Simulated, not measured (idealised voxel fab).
Name of the process module below: voxel wiring stack
Displayed cross-section: cut, width of 240 nm, square cells sized 5 nm.
Notation: cross-section as square-cell grid; stated in bands, top first, going down; one or more cell rows per band.
The entry gives the band's vertical extent as a top height and a bottom height in nm, then its horizontal make-up as materials from left to right, each with a width in nm. "air" stands for empty space; a single material marked "throughout" fills the band edge to edge.
Basically, 0 is our baseline, since under it the wafer straight out of the box is all one material. The bottom band has no lower end and keeps on going down, so it looks like "0 -> down".
A two-number width, for instance "30->40", indicates that the width is equal to the first number in the top row of the band and to the second number in the bottom row, and that it changes by a constant amount per row of cells.
Step marked "same as before"? Then no cell in the cross-section changed in it.
"Fully closed voids" contains a list of empty spaces, each no smaller than 8 cells and without an open way to the top, written in the form width x height at distance with the distance from the left edge and all three in nm.
Heads up: the bit after the settings on a step's line is the simulator's remark on that step.
overlay nm: where the mask lay relative to plan, measured to the right, on steps with a mask; negatives go left.

Here's what the planned process steps look like:
1. op RECEIVE | material Si
2. op CONFORMAL_DEP | material SiO2 | thk nm 15
3. op CONFORMAL_DEP | material SiN | thk nm 5
4. op DIRECTIONAL_DEP | material SiO2 | thk nm 20
5. op MASKED_ETCH | tone open | mask id METAL_1 | width nm 30 | pitch nm 50 | etch materials SiO2 | depth nm 20 | overlay nm 0
6. op MASKED_ETCH | tone open | mask id METAL_1 | width nm 30 | pitch nm 50 | etch materials SiN | depth nm 5 | overlay nm 0
7. op CONFORMAL_DEP | material TiN | thk nm 5
8. op FILL_DEP | material Cu | thk nm 5
9. op CMP | height nm 40
10. op CONFORMAL_DEP | material SiCN | thk nm 5
11. op DIRECTIONAL_DEP | material SiO2 | thk nm 15
12. op PATTERN | tone open | mask id PLUG_1 | material resist | width nm 15 | pitch nm 50 | thk nm 15 | overlay nm 0
13. op DIRECTIONAL_ETCH | etch materials SiO2 | depth nm 15
14. op DIRECTIONAL_ETCH | etch materials SiCN | depth nm 5
15. op STRIP | etch materials resist
16. op CONFORMAL_DEP | material TiN | thk nm 5
17. op FILL_DEP | material Ru | thk nm 5
18. op CMP | height nm 60
19. op DIRECTIONAL_DEP | material TiN | thk nm 5
20. op DIRECTIONAL_DEP | material Ru | thk nm 20
21. op DIRECTIONAL_DEP | material aC | thk nm 10
22. op PATTERN | tone cover | mask id METAL_2 | material resist | width nm 30 | pitch nm 50 | thk nm 25 | overlay nm 0
23. op DIRECTIONAL_ETCH | etch materials aC | depth nm 10
24. op STRIP | etch materials resist
25. op DIRECTIONAL_ETCH | etch materials Ru | depth nm 20
26. op DIRECTIONAL_ETCH | etch materials TiN | depth nm 5
27. op STRIP | etch materials aC
28. op CONFORMAL_DEP | material SiCN | thk nm 5
29. op FILL_DEP | material lowk | thk nm 5
30. op CMP | height nm 85
31. op CONFORMAL_DEP | material SiCN | thk nm 5
32. op DIRECTIONAL_DEP | material SiO2 | thk nm 30
33. op PATTERN | tone open | mask id METAL_3_HOLES | material resist | width nm 15 | pitch nm 100 | thk nm 15 | overlay nm 0
34. op DIRECTIONAL_ETCH | etch materials SiO2 | depth nm 30
35. op STRIP | etch materials resist
36. op PATTERN | tone open | mask id METAL_3 | material resist | width nm 30 | pitch nm 50 | thk nm 20 | overlay nm 0
37. op DIRECTIONAL_ETCH | etch materials SiO2 | depth nm 20
38. op DIRECTIONAL_ETCH | etch materials SiCN | depth nm 5
39. op STRIP | etch materials resist
40. op CONFORMAL_DEP | material TiN | thk nm 5
41. op FILL_DEP | material Cu | thk nm 10
42. op CMP | height nm 120
43. op CONFORMAL_DEP | material SiCN | thk nm 5

The first wafer of two, processed as planned:

Incoming wafer, cross-sectional view, post step 1:
  0 -> down  Si throughout
  Fully closed voids: none

Upon completion of step 2, the wafer appears in cross-section as shown:
  15 -> 0  SiO2 throughout
  All layers under 0 are left as they were.

Upon completion of step 3, the wafer appears in cross-section as shown:
  20 -> 15  SiN throughout
  All layers under 15 are left as they were.

Upon completion of step 4, the wafer appears in cross-section as shown:
  40 -> 20  SiO2 throughout
  All layers under 20 are left as they were.

Upon completion of step 5, the wafer appears in cross-section as shown:
  40 -> 20  SiO2 (30), air (30), SiO2 (20), air (30), SiO2 (20), air (30), SiO2 (20), air (30), SiO2 (30)
  All layers under 20 are left as they were.

Upon completion of step 6, the wafer appears in cross-section as shown:
  40 -> 20  SiO2 (30), air (30), SiO2 (20), air (30), SiO2 (20), air (30), SiO2 (20), air (30), SiO2 (30)
  20 -> 15  SiN (30), air (30), SiN (20), air (30), SiN (20), air (30), SiN (20), air (30), SiN (30)
  All layers under 15 are left as they were.

Upon completion of step 7, the wafer appears in cross-section as shown:
  45 -> 40  TiN (35), air (20), TiN (30), air (20), TiN (30), air (20), TiN (30), air (20), TiN (35)
  40 -> 20  SiO2 (30), TiN (5), air (20), TiN (5), SiO2 (20), TiN (5), air (20), TiN (5), SiO2 (20), TiN (5), air (20), TiN (5), SiO2 (20), TiN (5), air (20), TiN (5), SiO2 (30)
  20 -> 15  SiN (30), TiN (30), SiN (20), TiN (30), SiN (20), TiN (30), SiN (20), TiN (30), SiN (30)
  All layers under 15 are left as they were.

Upon completion of step 8, the wafer appears in cross-section as shown:
  50 -> 45  Cu throughout
  45 -> 40  TiN (35), Cu (20), TiN (30), Cu (20), TiN (30), Cu (20), TiN (30), Cu (20), TiN (35)
  40 -> 20  SiO2 (30), TiN (5), Cu (20), TiN (5), SiO2 (20), TiN (5), Cu (20), TiN (5), SiO2 (20), TiN (5), Cu (20), TiN (5), SiO2 (20), TiN (5), Cu (20), TiN (5), SiO2 (30)
  All layers under 20 are left as they were.

Upon completion of step 9, the wafer appears in cross-section as shown:
  40 -> 20  SiO2 (30), TiN (5), Cu (20), TiN (5), SiO2 (20), TiN (5), Cu (20), TiN (5), SiO2 (20), TiN (5), Cu (20), TiN (5), SiO2 (20), TiN (5), Cu (20), TiN (5), SiO2 (30)
  All layers under 20 are left as they were.

Upon completion of step 10, the wafer appears in cross-section as shown:
  45 -> 40  SiCN throughout
  All layers under 40 are left as they were.

Upon completion of step 11, the wafer appears in cross-section as shown:
  60 -> 45  SiO2 throughout
  All layers under 45 are left as they were.

Upon completion of step 12, the wafer appears in cross-section as shown:
  75 -> 60  resist (30), air (15), resist (35), air (15), resist (35), air (15), resist (35), air (15), resist (45)
  All layers under 60 are left as they were.

Upon completion of step 13, the wafer appears in cross-section as shown:
  75 -> 60  resist (30), air (15), resist (35), air (15), resist (35), air (15), resist (35), air (15), resist (45)
  60 -> 45  SiO2 (30), air (15), SiO2 (35), air (15), SiO2 (35), air (15), SiO2 (35), air (15), SiO2 (45)
  All layers under 45 are left as they were.

Upon completion of step 14, the wafer appears in cross-section as shown:
  75 -> 60  resist (30), air (15), resist (35), air (15), resist (35), air (15), resist (35), air (15), resist (45)
  60 -> 45  SiO2 (30), air (15), SiO2 (35), air (15), SiO2 (35), air (15), SiO2 (35), air (15), SiO2 (45)
  45 -> 40  SiCN (30), air (15), SiCN (35), air (15), SiCN (35), air (15), SiCN (35), air (15), SiCN (45)
  All layers under 40 are left as they were.

Upon completion of step 15, the wafer appears in cross-section as shown:
  60 -> 45  SiO2 (30), air (15), SiO2 (35), air (15), SiO2 (35), air (15), SiO2 (35), air (15), SiO2 (45)
  All layers under 45 are left as they were.

Upon completion of step 16, the wafer appears in cross-section as shown:
  65 -> 60  TiN (35), air (5), TiN (45), air (5), TiN (45), air (5), TiN (45), air (5), TiN (50)
  60 -> 45  SiO2 (30), TiN (5), air (5), TiN (5), SiO2 (35), TiN (5), air (5), TiN (5), SiO2 (35), TiN (5), air (5), TiN (5), SiO2 (35), TiN (5), air (5), TiN (5), SiO2 (45)
  45 -> 40  SiCN (30), TiN (15), SiCN (35), TiN (15), SiCN (35), TiN (15), SiCN (35), TiN (15), SiCN (45)
  All layers under 40 are left as they were.

Upon completion of step 17, the wafer appears in cross-section as shown:
  70 -> 65  Ru throughout
  65 -> 60  TiN (35), Ru (5), TiN (45), Ru (5), TiN (45), Ru (5), TiN (45), Ru (5), TiN (50)
  60 -> 45  SiO2 (30), TiN (5), Ru (5), TiN (5), SiO2 (35), TiN (5), Ru (5), TiN (5), SiO2 (35), TiN (5), Ru (5), TiN (5), SiO2 (35), TiN (5), Ru (5), TiN (5), SiO2 (45)
  All layers under 45 are left as they were.

Upon completion of step 18, the wafer appears in cross-section as shown:
  60 -> 45  SiO2 (30), TiN (5), Ru (5), TiN (5), SiO2 (35), TiN (5), Ru (5), TiN (5), SiO2 (35), TiN (5), Ru (5), TiN (5), SiO2 (35), TiN (5), Ru (5), TiN (5), SiO2 (45)
  All layers under 45 are left as they were.

Upon completion of step 19, the wafer appears in cross-section as shown:
  65 -> 60  TiN throughout
  All layers under 60 are left as they were.

Upon completion of step 20, the wafer appears in cross-section as shown:
  85 -> 65  Ru throughout
  All layers under 65 are left as they were.

Upon completion of step 21, the wafer appears in cross-section as shown:
  95 -> 85  aC throughout
  All layers under 85 are left as they were.

Upon completion of step 22, the wafer appears in cross-section as shown:
  120 -> 95  air (30), resist (30), air (20), resist (30), air (20), resist (30), air (20), resist (30), air (30)
  All layers under 95 are left as they were.

Upon completion of step 23, the wafer appears in cross-section as shown:
  110 -> 95  air (30), resist (30), air (20), resist (30), air (20), resist (30), air (20), resist (30), air (30)
  95 -> 85  air (30), aC (30), air (20), aC (30), air (20), aC (30), air (20), aC (30), air (30)
  All layers under 85 are left as they were.

Upon completion of step 24, the wafer appears in cross-section as shown:
  95 -> 85  air (30), aC (30), air (20), aC (30), air (20), aC (30), air (20), aC (30), air (30)
  All layers under 85 are left as they were.

Upon completion of step 25, the wafer appears in cross-section as shown:
  95 -> 85  air (30), aC (30), air (20), aC (30), air (20), aC (30), air (20), aC (30), air (30)
  85 -> 65  air (30), Ru (30), air (20), Ru (30), air (20), Ru (30), air (20), Ru (30), air (30)
  All layers under 65 are left as they were.

Upon completion of step 26, the wafer appears in cross-section as shown:
  95 -> 85  air (30), aC (30), air (20), aC (30), air (20), aC (30), air (20), aC (30), air (30)
  85 -> 65  air (30), Ru (30), air (20), Ru (30), air (20), Ru (30), air (20), Ru (30), air (30)
  65 -> 60  air (30), TiN (30), air (20), TiN (30), air (20), TiN (30), air (20), TiN (30), air (30)
  All layers under 60 are left as they were.

Upon completion of step 27, the wafer appears in cross-section as shown:
  85 -> 65  air (30), Ru (30), air (20), Ru (30), air (20), Ru (30), air (20), Ru (30), air (30)
  All layers under 65 are left as they were.

Upon completion of step 28, the wafer appears in cross-section as shown:
  90 -> 85  air (25), SiCN (40), air (10), SiCN (40), air (10), SiCN (40), air (10), SiCN (40), air (25)
  85 -> 65  air (25), SiCN (5), Ru (30), SiCN (5), air (10), SiCN (5), Ru (30), SiCN (5), air (10), SiCN (5), Ru (30), SiCN (5), air (10), SiCN (5), Ru (30), SiCN (5), air (25)
  65 -> 60  SiCN (30), TiN (30), SiCN (20), TiN (30), SiCN (20), TiN (30), SiCN (20), TiN (30), SiCN (30)
  All layers under 60 are left as they were.

Upon completion of step 29, the wafer appears in cross-section as shown:
  95 -> 90  lowk throughout
  90 -> 85  lowk (25), SiCN (40), lowk (10), SiCN (40), lowk (10), SiCN (40), lowk (10), SiCN (40), lowk (25)
  85 -> 65  lowk (25), SiCN (5), Ru (30), SiCN (5), lowk (10), SiCN (5), Ru (30), SiCN (5), lowk (10), SiCN (5), Ru (30), SiCN (5), lowk (10), SiCN (5), Ru (30), SiCN (5), lowk (25)
  All layers under 65 are left as they were.

Upon completion of step 30, the wafer appears in cross-section as shown:
  85 -> 65  lowk (25), SiCN (5), Ru (30), SiCN (5), lowk (10), SiCN (5), Ru (30), SiCN (5), lowk (10), SiCN (5), Ru (30), SiCN (5), lowk (10), SiCN (5), Ru (30), SiCN (5), lowk (25)
  All layers under 65 are left as they were.

Upon completion of step 31, the wafer appears in cross-section as shown:
  90 -> 85  SiCN throughout
  All layers under 85 are left as they were.

Upon completion of step 32, the wafer appears in cross-section as shown:
  120 -> 90  SiO2 throughout
  All layers under 90 are left as they were.

Upon completion of step 33, the wafer appears in cross-section as shown:
  135 -> 120  resist (30), air (15), resist (85), air (15), resist (95)
  All layers under 120 are left as they were.

Upon completion of step 34, the wafer appears in cross-section as shown:
  135 -> 120  resist (30), air (15), resist (85), air (15), resist (95)
  120 -> 90  SiO2 (30), air (15), SiO2 (85), air (15), SiO2 (95)
  All layers under 90 are left as they were.

Upon completion of step 35, the wafer appears in cross-section as shown:
  120 -> 90  SiO2 (30), air (15), SiO2 (85), air (15), SiO2 (95)
  All layers under 90 are left as they were.

Upon completion of step 36, the wafer appears in cross-section as shown:
  140 -> 120  resist (30), air (30), resist (20), air (30), resist (20), air (30), resist (20), air (30), resist (30)
  All layers under 120 are left as they were.

Upon completion of step 37, the wafer appears in cross-section as shown:
  140 -> 120  resist (30), air (30), resist (20), air (30), resist (20), air (30), resist (20), air (30), resist (30)
  120 -> 100  SiO2 (30), air (30), SiO2 (20), air (30), SiO2 (20), air (30), SiO2 (20), air (30), SiO2 (30)
  All layers under 100 are left as they were.

Upon completion of step 38, the wafer appears in cross-section as shown:
  140 -> 120  resist (30), air (30), resist (20), air (30), resist (20), air (30), resist (20), air (30), resist (30)
  120 -> 100  SiO2 (30), air (30), SiO2 (20), air (30), SiO2 (20), air (30), SiO2 (20), air (30), SiO2 (30)
  100 -> 90  SiO2 (30), air (15), SiO2 (85), air (15), SiO2 (95)
  90 -> 85  SiCN (30), air (15), SiCN (85), air (15), SiCN (95)
  All layers under 85 are left as they were.

Upon completion of step 39, the wafer appears in cross-section as shown:
  120 -> 100  SiO2 (30), air (30), SiO2 (20), air (30), SiO2 (20), air (30), SiO2 (20), air (30), SiO2 (30)
  All layers under 100 are left as they were.

Upon completion of step 40, the wafer appears in cross-section as shown:
  125 -> 120  TiN (35), air (20), TiN (30), air (20), TiN (30), air (20), TiN (30), air (20), TiN (35)
  120 -> 105  SiO2 (30), TiN (5), air (20), TiN (5), SiO2 (20), TiN (5), air (20), TiN (5), SiO2 (20), TiN (5), air (20), TiN (5), SiO2 (20), TiN (5), air (20), TiN (5), SiO2 (30)
  105 -> 100  SiO2 (30), TiN (5), air (5), TiN (20), SiO2 (20), TiN (30), SiO2 (20), TiN (5), air (5), TiN (20), SiO2 (20), TiN (30), SiO2 (30)
  100 -> 90  SiO2 (30), TiN (5), air (5), TiN (5), SiO2 (85), TiN (5), air (5), TiN (5), SiO2 (95)
  90 -> 85  SiCN (30), TiN (15), SiCN (85), TiN (15), SiCN (95)
  All layers under 85 are left as they were.

Upon completion of step 41, the wafer appears in cross-section as shown:
  135 -> 125  Cu throughout
  125 -> 120  TiN (35), Cu (20), TiN (30), Cu (20), TiN (30), Cu (20), TiN (30), Cu (20), TiN (35)
  120 -> 105  SiO2 (30), TiN (5), Cu (20), TiN (5), SiO2 (20), TiN (5), Cu (20), TiN (5), SiO2 (20), TiN (5), Cu (20), TiN (5), SiO2 (20), TiN (5), Cu (20), TiN (5), SiO2 (30)
  105 -> 100  SiO2 (30), TiN (5), Cu (5), TiN (20), SiO2 (20), TiN (30), SiO2 (20), TiN (5), Cu (5), TiN (20), SiO2 (20), TiN (30), SiO2 (30)
  100 -> 90  SiO2 (30), TiN (5), Cu (5), TiN (5), SiO2 (85), TiN (5), Cu (5), TiN (5), SiO2 (95)
  All layers under 90 are left as they were.

Upon completion of step 42, the wafer appears in cross-section as shown:
  120 -> 105  SiO2 (30), TiN (5), Cu (20), TiN (5), SiO2 (20), TiN (5), Cu (20), TiN (5), SiO2 (20), TiN (5), Cu (20), TiN (5), SiO2 (20), TiN (5), Cu (20), TiN (5), SiO2 (30)
  All layers under 105 are left as they were.

Upon completion of step 43, the wafer appears in cross-section as shown:
  125 -> 120  SiCN throughout
  All layers under 120 are left as they were.

Second wafer, same starting state and plan as the first, one mistake in the run, identical through step 4:

Cross-section, second wafer, at the end time the plan gives for step 5:
  40 -> 20  SiO2 (30), air (35), SiO2 (15), air (35), SiO2 (15), air (35), SiO2 (15), air (35), SiO2 (25)
  All layers under 20 are left as they were.

Cross-section, second wafer, at the end time the plan gives for step 6:
  40 -> 20  SiO2 (30), air (35), SiO2 (15), air (35), SiO2 (15), air (35), SiO2 (15), air (35), SiO2 (25)
  20 -> 15  SiN (30), air (30), SiN (20), air (30), SiN (20), air (30), SiN (20), air (30), SiN (30)
  All layers under 15 are left as they were.

Cross-section, second wafer, at the end time the plan gives for step 7:
  45 -> 40  TiN (35), air (25), TiN (25), air (25), TiN (25), air (25), TiN (25), air (25), TiN (30)
  40 -> 25  SiO2 (30), TiN (5), air (25), TiN (5), SiO2 (15), TiN (5), air (25), TiN (5), SiO2 (15), TiN (5), air (25), TiN (5), SiO2 (15), TiN (5), air (25), TiN (5), SiO2 (25)
  25 -> 20  SiO2 (30), TiN (5), air (20), TiN (10), SiO2 (15), TiN (5), air (20), TiN (10), SiO2 (15), TiN (5), air (20), TiN (10), SiO2 (15), TiN (5), air (20), TiN (10), SiO2 (25)
  20 -> 15  SiN (30), TiN (30), SiN (20), TiN (30), SiN (20), TiN (30), SiN (20), TiN (30), SiN (30)
  All layers under 15 are left as they were.

Cross-section, second wafer, at the end time the plan gives for step 8:
  50 -> 45  Cu throughout
  45 -> 40  TiN (35), Cu (25), TiN (25), Cu (25), TiN (25), Cu (25), TiN (25), Cu (25), TiN (30)
  40 -> 25  SiO2 (30), TiN (5), Cu (25), TiN (5), SiO2 (15), TiN (5), Cu (25), TiN (5), SiO2 (15), TiN (5), Cu (25), TiN (5), SiO2 (15), TiN (5), Cu (25), TiN (5), SiO2 (25)
  25 -> 20  SiO2 (30), TiN (5), Cu (20), TiN (10), SiO2 (15), TiN (5), Cu (20), TiN (10), SiO2 (15), TiN (5), Cu (20), TiN (10), SiO2 (15), TiN (5), Cu (20), TiN (10), SiO2 (25)
  All layers under 20 are left as they were.

Cross-section, second wafer, at the end time the plan gives for step 9:
  40 -> 25  SiO2 (30), TiN (5), Cu (25), TiN (5), SiO2 (15), TiN (5), Cu (25), TiN (5), SiO2 (15), TiN (5), Cu (25), TiN (5), SiO2 (15), TiN (5), Cu (25), TiN (5), SiO2 (25)
  All layers under 25 are left as they were.

Cross-section, second wafer, at the end time the plan gives for step 10:
  45 -> 40  SiCN throughout
  All layers under 40 are left as they were.

Cross-section, second wafer, at the end time the plan gives for step 11:
  60 -> 45  SiO2 throughout
  All layers under 45 are left as they were.

Cross-section, second wafer, at the end time the plan gives for step 12:
  75 -> 60  resist (30), air (15), resist (35), air (15), resist (35), air (15), resist (35), air (15), resist (45)
  All layers under 60 are left as they were.

Cross-section, second wafer, at the end time the plan gives for step 13:
  75 -> 60  resist (30), air (15), resist (35), air (15), resist (35), air (15), resist (35), air (15), resist (45)
  60 -> 45  SiO2 (30), air (15), SiO2 (35), air (15), SiO2 (35), air (15), SiO2 (35), air (15), SiO2 (45)
  All layers under 45 are left as they were.

Cross-section, second wafer, at the end time the plan gives for step 14:
  75 -> 60  resist (30), air (15), resist (35), air (15), resist (35), air (15), resist (35), air (15), resist (45)
  60 -> 45  SiO2 (30), air (15), SiO2 (35), air (15), SiO2 (35), air (15), SiO2 (35), air (15), SiO2 (45)
  45 -> 40  SiCN (30), air (15), SiCN (35), air (15), SiCN (35), air (15), SiCN (35), air (15), SiCN (45)
  All layers under 40 are left as they were.

Cross-section, second wafer, at the end time the plan gives for step 15:
  60 -> 45  SiO2 (30), air (15), SiO2 (35), air (15), SiO2 (35), air (15), SiO2 (35), air (15), SiO2 (45)
  All layers under 45 are left as they were.

Cross-section, second wafer, at the end time the plan gives for step 16:
  65 -> 60  TiN (35), air (5), TiN (45), air (5), TiN (45), air (5), TiN (45), air (5), TiN (50)
  60 -> 45  SiO2 (30), TiN (5), air (5), TiN (5), SiO2 (35), TiN (5), air (5), TiN (5), SiO2 (35), TiN (5), air (5), TiN (5), SiO2 (35), TiN (5), air (5), TiN (5), SiO2 (45)
  45 -> 40  SiCN (30), TiN (15), SiCN (35), TiN (15), SiCN (35), TiN (15), SiCN (35), TiN (15), SiCN (45)
  All layers under 40 are left as they were.

Cross-section, second wafer, at the end time the plan gives for step 17:
  70 -> 65  Ru throughout
  65 -> 60  TiN (35), Ru (5), TiN (45), Ru (5), TiN (45), Ru (5), TiN (45), Ru (5), TiN (50)
  60 -> 45  SiO2 (30), TiN (5), Ru (5), TiN (5), SiO2 (35), TiN (5), Ru (5), TiN (5), SiO2 (35), TiN (5), Ru (5), TiN (5), SiO2 (35), TiN (5), Ru (5), TiN (5), SiO2 (45)
  All layers under 45 are left as they were.

Cross-section, second wafer, at the end time the plan gives for step 18:
  60 -> 45  SiO2 (30), TiN (5), Ru (5), TiN (5), SiO2 (35), TiN (5), Ru (5), TiN (5), SiO2 (35), TiN (5), Ru (5), TiN (5), SiO2 (35), TiN (5), Ru (5), TiN (5), SiO2 (45)
  All layers under 45 are left as they were.

Cross-section, second wafer, at the end time the plan gives for step 19:
  65 -> 60  TiN throughout
  All layers under 60 are left as they were.

Cross-section, second wafer, at the end time the plan gives for step 20:
  85 -> 65  Ru throughout
  All layers under 65 are left as they were.

Cross-section, second wafer, at the end time the plan gives for step 21:
  95 -> 85  aC throughout
  All layers under 85 are left as they were.

Cross-section, second wafer, at the end time the plan gives for step 22:
  120 -> 95  air (30), resist (30), air (20), resist (30), air (20), resist (30), air (20), resist (30), air (30)
  All layers under 95 are left as they were.

Cross-section, second wafer, at the end time the plan gives for step 23:
  110 -> 95  air (30), resist (30), air (20), resist (30), air (20), resist (30), air (20), resist (30), air (30)
  95 -> 85  air (30), aC (30), air (20), aC (30), air (20), aC (30), air (20), aC (30), air (30)
  All layers under 85 are left as they were.

Cross-section, second wafer, at the end time the plan gives for step 24:
  95 -> 85  air (30), aC (30), air (20), aC (30), air (20), aC (30), air (20), aC (30), air (30)
  All layers under 85 are left as they were.

Cross-section, second wafer, at the end time the plan gives for step 25:
  95 -> 85  air (30), aC (30), air (20), aC (30), air (20), aC (30), air (20), aC (30), air (30)
  85 -> 65  air (30), Ru (30), air (20), Ru (30), air (20), Ru (30), air (20), Ru (30), air (30)
  All layers under 65 are left as they were.

Cross-section, second wafer, at the end time the plan gives for step 26:
  95 -> 85  air (30), aC (30), air (20), aC (30), air (20), aC (30), air (20), aC (30), air (30)
  85 -> 65  air (30), Ru (30), air (20), Ru (30), air (20), Ru (30), air (20), Ru (30), air (30)
  65 -> 60  air (30), TiN (30), air (20), TiN (30), air (20), TiN (30), air (20), TiN (30), air (30)
  All layers under 60 are left as they were.

Cross-section, second wafer, at the end time the plan gives for step 27:
  85 -> 65  air (30), Ru (30), air (20), Ru (30), air (20), Ru (30), air (20), Ru (30), air (30)
  All layers under 65 are left as they were.

Cross-section, second wafer, at the end time the plan gives for step 28:
  90 -> 85  air (25), SiCN (40), air (10), SiCN (40), air (10), SiCN (40), air (10), SiCN (40), air (25)
  85 -> 65  air (25), SiCN (5), Ru (30), SiCN (5), air (10), SiCN (5), Ru (30), SiCN (5), air (10), SiCN (5), Ru (30), SiCN (5), air (10), SiCN (5), Ru (30), SiCN (5), air (25)
  65 -> 60  SiCN (30), TiN (30), SiCN (20), TiN (30), SiCN (20), TiN (30), SiCN (20), TiN (30), SiCN (30)
  All layers under 60 are left as they were.

Cross-section, second wafer, at the end time the plan gives for step 29:
  95 -> 90  lowk throughout
  90 -> 85  lowk (25), SiCN (40), lowk (10), SiCN (40), lowk (10), SiCN (40), lowk (10), SiCN (40), lowk (25)
  85 -> 65  lowk (25), SiCN (5), Ru (30), SiCN (5), lowk (10), SiCN (5), Ru (30), SiCN (5), lowk (10), SiCN (5), Ru (30), SiCN (5), lowk (10), SiCN (5), Ru (30), SiCN (5), lowk (25)
  All layers under 65 are left as they were.

Cross-section, second wafer, at the end time the plan gives for step 30:
  85 -> 65  lowk (25), SiCN (5), Ru (30), SiCN (5), lowk (10), SiCN (5), Ru (30), SiCN (5), lowk (10), SiCN (5), Ru (30), SiCN (5), lowk (10), SiCN (5), Ru (30), SiCN (5), lowk (25)
  All layers under 65 are left as they were.

Cross-section, second wafer, at the end time the plan gives for step 31:
  90 -> 85  SiCN throughout
  All layers under 85 are left as they were.

Cross-section, second wafer, at the end time the plan gives for step 32:
  120 -> 90  SiO2 throughout
  All layers under 90 are left as they were.

Cross-section, second wafer, at the end time the plan gives for step 33:
  135 -> 120  resist (30), air (15), resist (85), air (15), resist (95)
  All layers under 120 are left as they were.

Cross-section, second wafer, at the end time the plan gives for step 34:
  135 -> 120  resist (30), air (15), resist (85), air (15), resist (95)
  120 -> 90  SiO2 (30), air (15), SiO2 (85), air (15), SiO2 (95)
  All layers under 90 are left as they were.

Cross-section, second wafer, at the end time the plan gives for step 35:
  120 -> 90  SiO2 (30), air (15), SiO2 (85), air (15), SiO2 (95)
  All layers under 90 are left as they were.

Cross-section, second wafer, at the end time the plan gives for step 36:
  140 -> 120  resist (30), air (30), resist (20), air (30), resist (20), air (30), resist (20), air (30), resist (30)
  All layers under 120 are left as they were.

Cross-section, second wafer, at the end time the plan gives for step 37:
  140 -> 120  resist (30), air (30), resist (20), air (30), resist (20), air (30), resist (20), air (30), resist (30)
  120 -> 100  SiO2 (30), air (30), SiO2 (20), air (30), SiO2 (20), air (30), SiO2 (20), air (30), SiO2 (30)
  All layers under 100 are left as they were.

Cross-section, second wafer, at the end time the plan gives for step 38:
  140 -> 120  resist (30), air (30), resist (20), air (30), resist (20), air (30), resist (20), air (30), resist (30)
  120 -> 100  SiO2 (30), air (30), SiO2 (20), air (30), SiO2 (20), air (30), SiO2 (20), air (30), SiO2 (30)
  100 -> 90  SiO2 (30), air (15), SiO2 (85), air (15), SiO2 (95)
  90 -> 85  SiCN (30), air (15), SiCN (85), air (15), SiCN (95)
  All layers under 85 are left as they were.

Cross-section, second wafer, at the end time the plan gives for step 39:
  120 -> 100  SiO2 (30), air (30), SiO2 (20), air (30), SiO2 (20), air (30), SiO2 (20), air (30), SiO2 (30)
  All layers under 100 are left as they were.

Cross-section, second wafer, at the end time the plan gives for step 40:
  125 -> 120  TiN (35), air (20), TiN (30), air (20), TiN (30), air (20), TiN (30), air (20), TiN (35)
  120 -> 105  SiO2 (30), TiN (5), air (20), TiN (5), SiO2 (20), TiN (5), air (20), TiN (5), SiO2 (20), TiN (5), air (20), TiN (5), SiO2 (20), TiN (5), air (20), TiN (5), SiO2 (30)
  105 -> 100  SiO2 (30), TiN (5), air (5), TiN (20), SiO2 (20), TiN (30), SiO2 (20), TiN (5), air (5), TiN (20), SiO2 (20), TiN (30), SiO2 (30)
  100 -> 90  SiO2 (30), TiN (5), air (5), TiN (5), SiO2 (85), TiN (5), air (5), TiN (5), SiO2 (95)
  90 -> 85  SiCN (30), TiN (15), SiCN (85), TiN (15), SiCN (95)
  All layers under 85 are left as they were.

Cross-section, second wafer, at the end time the plan gives for step 41:
  135 -> 125  Cu throughout
  125 -> 120  TiN (35), Cu (20), TiN (30), Cu (20), TiN (30), Cu (20), TiN (30), Cu (20), TiN (35)
  120 -> 105  SiO2 (30), TiN (5), Cu (20), TiN (5), SiO2 (20), TiN (5), Cu (20), TiN (5), SiO2 (20), TiN (5), Cu (20), TiN (5), SiO2 (20), TiN (5), Cu (20), TiN (5), SiO2 (30)
  105 -> 100  SiO2 (30), TiN (5), Cu (5), TiN (20), SiO2 (20), TiN (30), SiO2 (20), TiN (5), Cu (5), TiN (20), SiO2 (20), TiN (30), SiO2 (30)
  100 -> 90  SiO2 (30), TiN (5), Cu (5), TiN (5), SiO2 (85), TiN (5), Cu (5), TiN (5), SiO2 (95)
  All layers under 90 are left as they were.

Cross-section, second wafer, at the end time the plan gives for step 42:
  120 -> 105  SiO2 (30), TiN (5), Cu (20), TiN (5), SiO2 (20), TiN (5), Cu (20), TiN (5), SiO2 (20), TiN (5), Cu (20), TiN (5), SiO2 (20), TiN (5), Cu (20), TiN (5), SiO2 (30)
  All layers under 105 are left as they were.

Cross-section, second wafer, at the end time the plan gives for step 43:
  125 -> 120  SiCN throughout
  All layers under 120 are left as they were.
The mistake made against the process plan was this: step 5 was run on a setting that differed from the plan, and what really ran there is op MASKED_ETCH | tone open | mask id METAL_1 | width nm 35 | pitch nm 50 | etch materials SiO2 | depth nm 20 | overlay nm 0
The closing comparison, in cells, has the second wafer with more or fewer of some materials than the first: Cu: 12 more, SiO2: 16 fewer, TiN: 4 more
